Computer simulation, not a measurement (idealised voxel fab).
process module | voxel wiring stack
cross-section cut | 170 nm wide | cells 5 nm
A cross-section is a grid of square cells, given in bands from the top down. A band is one or more rows of cells.
Each band's line starts with the height of the band's top and of its bottom, in nm. Then come its materials from left to right, each with its width in nm. One material with "throughout" fills the band from edge to edge. "air" is empty space.
Height 0 is the level under which the wafer as received is all one material. The lowest band goes on downwards, as in "0 down".
A width such as "30 to 40" changes by the same amount from each row of cells to the next, from the band's top row to its bottom row.
"no change" after a step means that no cell of the cross-section changed.
closed voids: empty space of 8 cells or more with no open way to the top, each as width x height at its distance from the left edge, in nm
after a step's settings: what the simulator itself notes on the step
overlay nm, on a step with a mask: how far to the right of its planned place the mask lay; to the left if negative
plan
1 op RECEIVE | material Si
2 op CONFORMAL_DEP | material SiO2 | thk nm 15
3 op CONFORMAL_DEP | material SiCN | thk nm 5
4 op DIRECTIONAL_DEP | material lowk | thk nm 25
5 op MASKED_ETCH | tone open | mask id METAL_1 | width nm 25 | pitch nm 55 | etch materials lowk | depth nm 25 | overlay nm 0
6 op MASKED_ETCH | tone open | mask id METAL_1 | width nm 25 | pitch nm 55 | etch materials SiCN | depth nm 5 | overlay nm 0
7 op CONFORMAL_DEP | material TiN | thk nm 5
8 op FILL_DEP | material Ru | thk nm 10
9 op CMP | height nm 45
10 op CONFORMAL_DEP | material SiCN | thk nm 5
11 op DIRECTIONAL_DEP | material SiO2 | thk nm 35
12 op PATTERN | tone open | mask id METAL_2_HOLES | material resist | width nm 15 | pitch nm 55 | thk nm 15 | overlay nm 0
13 op DIRECTIONAL_ETCH | etch materials SiO2 | depth nm 35
14 op STRIP | etch materials resist
15 op DIRECTIONAL_DEP | material aC | thk nm 10
16 op PATTERN | tone open | mask id METAL_2 | material resist | width nm 25 | pitch nm 55 | thk nm 30 | overlay nm 0
17 op DIRECTIONAL_ETCH | etch materials aC | depth nm 10
18 op STRIP | etch materials resist
19 op DIRECTIONAL_ETCH | etch materials SiO2 | depth nm 20
20 op DIRECTIONAL_ETCH | etch materials SiCN | depth nm 5
21 op STRIP | etch materials aC
22 op CONFORMAL_DEP | material TiN | thk nm 5
23 op FILL_DEP | material Cu | thk nm 5
24 op CMP | height nm 85
25 op CONFORMAL_DEP | material SiCN | thk nm 5
first wafer, as planned
as received, after step 1
  0 down: Si throughout
  closed voids: none
after step 2
  15 to 0: SiO2 throughout
  below 0: unchanged
after step 3
  20 to 15: SiCN throughout
  below 15: unchanged
after step 4
  45 to 20: lowk throughout
  below 20: unchanged
after step 5
  45 to 20: lowk 15 | air 25 | lowk 30 | air 25 | lowk 30 | air 25 | lowk 20
  below 20: unchanged
after step 6
  45 to 20: lowk 15 | air 25 | lowk 30 | air 25 | lowk 30 | air 25 | lowk 20
  20 to 15: SiCN 15 | air 25 | SiCN 30 | air 25 | SiCN 30 | air 25 | SiCN 20
  below 15: unchanged
after step 7
  50 to 45: TiN 20 | air 15 | TiN 40 | air 15 | TiN 40 | air 15 | TiN 25
  45 to 20: lowk 15 | TiN 5 | air 15 | TiN 5 | lowk 30 | TiN 5 | air 15 | TiN 5 | lowk 30 | TiN 5 | air 15 | TiN 5 | lowk 20
  20 to 15: SiCN 15 | TiN 25 | SiCN 30 | TiN 25 | SiCN 30 | TiN 25 | SiCN 20
  below 15: unchanged
after step 8
  60 to 50: Ru throughout
  50 to 45: TiN 20 | Ru 15 | TiN 40 | Ru 15 | TiN 40 | Ru 15 | TiN 25
  45 to 20: lowk 15 | TiN 5 | Ru 15 | TiN 5 | lowk 30 | TiN 5 | Ru 15 | TiN 5 | lowk 30 | TiN 5 | Ru 15 | TiN 5 | lowk 20
  below 20: unchanged
after step 9
  45 to 20: lowk 15 | TiN 5 | Ru 15 | TiN 5 | lowk 30 | TiN 5 | Ru 15 | TiN 5 | lowk 30 | TiN 5 | Ru 15 | TiN 5 | lowk 20
  below 20: unchanged
after step 10
  50 to 45: SiCN throughout
  below 45: unchanged
after step 11
  85 to 50: SiO2 throughout
  below 50: unchanged
after step 12
  100 to 85: resist 15 | air 15 | resist 40 | air 15 | resist 40 | air 15 | resist 30
  below 85: unchanged
after step 13
  100 to 85: resist 15 | air 15 | resist 40 | air 15 | resist 40 | air 15 | resist 30
  85 to 50: SiO2 15 | air 15 | SiO2 40 | air 15 | SiO2 40 | air 15 | SiO2 30
  below 50: unchanged
after step 14
  85 to 50: SiO2 15 | air 15 | SiO2 40 | air 15 | SiO2 40 | air 15 | SiO2 30
  below 50: unchanged
after step 15
  95 to 85: aC 15 | air 15 | aC 40 | air 15 | aC 40 | air 15 | aC 30
  85 to 60: SiO2 15 | air 15 | SiO2 40 | air 15 | SiO2 40 | air 15 | SiO2 30
  60 to 50: SiO2 15 | aC 15 | SiO2 40 | aC 15 | SiO2 40 | aC 15 | SiO2 30
  below 50: unchanged
after step 16
  125 to 95: resist 15 | air 25 | resist 30 | air 25 | resist 30 | air 25 | resist 20
  below 95: unchanged
after step 17
  115 to 95: resist 15 | air 25 | resist 30 | air 25 | resist 30 | air 25 | resist 20
  95 to 85: aC 15 | air 25 | aC 30 | air 25 | aC 30 | air 25 | aC 20
  85 to 50: SiO2 15 | air 15 | SiO2 40 | air 15 | SiO2 40 | air 15 | SiO2 30
  below 50: unchanged
after step 18
  95 to 85: aC 15 | air 25 | aC 30 | air 25 | aC 30 | air 25 | aC 20
  below 85: unchanged
after step 19
  95 to 85: aC 15 | air 25 | aC 30 | air 25 | aC 30 | air 25 | aC 20
  85 to 65: SiO2 15 | air 25 | SiO2 30 | air 25 | SiO2 30 | air 25 | SiO2 20
  below 65: unchanged
after step 20
  95 to 85: aC 15 | air 25 | aC 30 | air 25 | aC 30 | air 25 | aC 20
  85 to 65: SiO2 15 | air 25 | SiO2 30 | air 25 | SiO2 30 | air 25 | SiO2 20
  65 to 50: SiO2 15 | air 15 | SiO2 40 | air 15 | SiO2 40 | air 15 | SiO2 30
  50 to 45: SiCN 15 | air 15 | SiCN 40 | air 15 | SiCN 40 | air 15 | SiCN 30
  below 45: unchanged
after step 21
  85 to 65: SiO2 15 | air 25 | SiO2 30 | air 25 | SiO2 30 | air 25 | SiO2 20
  below 65: unchanged
after step 22
  90 to 85: TiN 20 | air 15 | TiN 40 | air 15 | TiN 40 | air 15 | TiN 25
  85 to 70: SiO2 15 | TiN 5 | air 15 | TiN 5 | SiO2 30 | TiN 5 | air 15 | TiN 5 | SiO2 30 | TiN 5 | air 15 | TiN 5 | SiO2 20
  70 to 65: SiO2 15 | TiN 5 | air 5 | TiN 15 | SiO2 30 | TiN 5 | air 5 | TiN 15 | SiO2 30 | TiN 5 | air 5 | TiN 15 | SiO2 20
  65 to 50: SiO2 15 | TiN 5 | air 5 | TiN 5 | SiO2 40 | TiN 5 | air 5 | TiN 5 | SiO2 40 | TiN 5 | air 5 | TiN 5 | SiO2 30
  50 to 45: SiCN 15 | TiN 15 | SiCN 40 | TiN 15 | SiCN 40 | TiN 15 | SiCN 30
  below 45: unchanged
after step 23
  95 to 90: Cu throughout
  90 to 85: TiN 20 | Cu 15 | TiN 40 | Cu 15 | TiN 40 | Cu 15 | TiN 25
  85 to 70: SiO2 15 | TiN 5 | Cu 15 | TiN 5 | SiO2 30 | TiN 5 | Cu 15 | TiN 5 | SiO2 30 | TiN 5 | Cu 15 | TiN 5 | SiO2 20
  70 to 65: SiO2 15 | TiN 5 | Cu 5 | TiN 15 | SiO2 30 | TiN 5 | Cu 5 | TiN 15 | SiO2 30 | TiN 5 | Cu 5 | TiN 15 | SiO2 20
  65 to 50: SiO2 15 | TiN 5 | Cu 5 | TiN 5 | SiO2 40 | TiN 5 | Cu 5 | TiN 5 | SiO2 40 | TiN 5 | Cu 5 | TiN 5 | SiO2 30
  below 50: unchanged
after step 24
  85 to 70: SiO2 15 | TiN 5 | Cu 15 | TiN 5 | SiO2 30 | TiN 5 | Cu 15 | TiN 5 | SiO2 30 | TiN 5 | Cu 15 | TiN 5 | SiO2 20
  below 70: unchanged
after step 25
  90 to 85: SiCN throughout
  below 85: unchanged
second wafer: like start, like plan, one mistake. Through step 2 it matches the first wafer
when step 3 should have ended: no change
when step 4 should have ended
  40 to 15: lowk throughout
  below 15: unchanged
when step 5 should have ended
  40 to 15: lowk 15 | air 25 | lowk 30 | air 25 | lowk 30 | air 25 | lowk 20
  below 15: unchanged
when step 6 should have ended: no change
when step 7 should have ended
  45 to 40: TiN 20 | air 15 | TiN 40 | air 15 | TiN 40 | air 15 | TiN 25
  40 to 20: lowk 15 | TiN 5 | air 15 | TiN 5 | lowk 30 | TiN 5 | air 15 | TiN 5 | lowk 30 | TiN 5 | air 15 | TiN 5 | lowk 20
  20 to 15: lowk 15 | TiN 25 | lowk 30 | TiN 25 | lowk 30 | TiN 25 | lowk 20
  below 15: unchanged
when step 8 should have ended
  55 to 45: Ru throughout
  45 to 40: TiN 20 | Ru 15 | TiN 40 | Ru 15 | TiN 40 | Ru 15 | TiN 25
  40 to 20: lowk 15 | TiN 5 | Ru 15 | TiN 5 | lowk 30 | TiN 5 | Ru 15 | TiN 5 | lowk 30 | TiN 5 | Ru 15 | TiN 5 | lowk 20
  below 20: unchanged
when step 9 should have ended
  45 to 40: TiN 20 | Ru 15 | TiN 40 | Ru 15 | TiN 40 | Ru 15 | TiN 25
  below 40: unchanged
when step 10 should have ended
  50 to 45: SiCN throughout
  below 45: unchanged
when step 11 should have ended
  85 to 50: SiO2 throughout
  below 50: unchanged
when step 12 should have ended
  100 to 85: resist 15 | air 15 | resist 40 | air 15 | resist 40 | air 15 | resist 30
  below 85: unchanged
when step 13 should have ended
  100 to 85: resist 15 | air 15 | resist 40 | air 15 | resist 40 | air 15 | resist 30
  85 to 50: SiO2 15 | air 15 | SiO2 40 | air 15 | SiO2 40 | air 15 | SiO2 30
  below 50: unchanged
when step 14 should have ended
  85 to 50: SiO2 15 | air 15 | SiO2 40 | air 15 | SiO2 40 | air 15 | SiO2 30
  below 50: unchanged
when step 15 should have ended
  95 to 85: aC 15 | air 15 | aC 40 | air 15 | aC 40 | air 15 | aC 30
  85 to 60: SiO2 15 | air 15 | SiO2 40 | air 15 | SiO2 40 | air 15 | SiO2 30
  60 to 50: SiO2 15 | aC 15 | SiO2 40 | aC 15 | SiO2 40 | aC 15 | SiO2 30
  below 50: unchanged
when step 16 should have ended
  125 to 95: resist 15 | air 25 | resist 30 | air 25 | resist 30 | air 25 | resist 20
  below 95: unchanged
when step 17 should have ended
  115 to 95: resist 15 | air 25 | resist 30 | air 25 | resist 30 | air 25 | resist 20
  95 to 85: aC 15 | air 25 | aC 30 | air 25 | aC 30 | air 25 | aC 20
  85 to 50: SiO2 15 | air 15 | SiO2 40 | air 15 | SiO2 40 | air 15 | SiO2 30
  below 50: unchanged
when step 18 should have ended
  95 to 85: aC 15 | air 25 | aC 30 | air 25 | aC 30 | air 25 | aC 20
  below 85: unchanged
when step 19 should have ended
  95 to 85: aC 15 | air 25 | aC 30 | air 25 | aC 30 | air 25 | aC 20
  85 to 65: SiO2 15 | air 25 | SiO2 30 | air 25 | SiO2 30 | air 25 | SiO2 20
  below 65: unchanged
when step 20 should have ended
  95 to 85: aC 15 | air 25 | aC 30 | air 25 | aC 30 | air 25 | aC 20
  85 to 65: SiO2 15 | air 25 | SiO2 30 | air 25 | SiO2 30 | air 25 | SiO2 20
  65 to 50: SiO2 15 | air 15 | SiO2 40 | air 15 | SiO2 40 | air 15 | SiO2 30
  50 to 45: SiCN 15 | air 15 | SiCN 40 | air 15 | SiCN 40 | air 15 | SiCN 30
  below 45: unchanged
when step 21 should have ended
  85 to 65: SiO2 15 | air 25 | SiO2 30 | air 25 | SiO2 30 | air 25 | SiO2 20
  below 65: unchanged
when step 22 should have ended
  90 to 85: TiN 20 | air 15 | TiN 40 | air 15 | TiN 40 | air 15 | TiN 25
  85 to 70: SiO2 15 | TiN 5 | air 15 | TiN 5 | SiO2 30 | TiN 5 | air 15 | TiN 5 | SiO2 30 | TiN 5 | air 15 | TiN 5 | SiO2 20
  70 to 65: SiO2 15 | TiN 5 | air 5 | TiN 15 | SiO2 30 | TiN 5 | air 5 | TiN 15 | SiO2 30 | TiN 5 | air 5 | TiN 15 | SiO2 20
  65 to 50: SiO2 15 | TiN 5 | air 5 | TiN 5 | SiO2 40 | TiN 5 | air 5 | TiN 5 | SiO2 40 | TiN 5 | air 5 | TiN 5 | SiO2 30
  50 to 45: SiCN 15 | TiN 15 | SiCN 40 | TiN 15 | SiCN 40 | TiN 15 | SiCN 30
  below 45: unchanged
when step 23 should have ended
  95 to 90: Cu throughout
  90 to 85: TiN 20 | Cu 15 | TiN 40 | Cu 15 | TiN 40 | Cu 15 | TiN 25
  85 to 70: SiO2 15 | TiN 5 | Cu 15 | TiN 5 | SiO2 30 | TiN 5 | Cu 15 | TiN 5 | SiO2 30 | TiN 5 | Cu 15 | TiN 5 | SiO2 20
  70 to 65: SiO2 15 | TiN 5 | Cu 5 | TiN 15 | SiO2 30 | TiN 5 | Cu 5 | TiN 15 | SiO2 30 | TiN 5 | Cu 5 | TiN 15 | SiO2 20
  65 to 50: SiO2 15 | TiN 5 | Cu 5 | TiN 5 | SiO2 40 | TiN 5 | Cu 5 | TiN 5 | SiO2 40 | TiN 5 | Cu 5 | TiN 5 | SiO2 30
  below 50: unchanged
when step 24 should have ended
  85 to 70: SiO2 15 | TiN 5 | Cu 15 | TiN 5 | SiO2 30 | TiN 5 | Cu 15 | TiN 5 | SiO2 30 | TiN 5 | Cu 15 | TiN 5 | SiO2 20
  below 70: unchanged
when step 25 should have ended
  90 to 85: SiCN throughout
  below 85: unchanged
what went wrong: step 3 was left out
at the end the second wafer has, in cells: 19 fewer of SiCN | 19 more of TiN
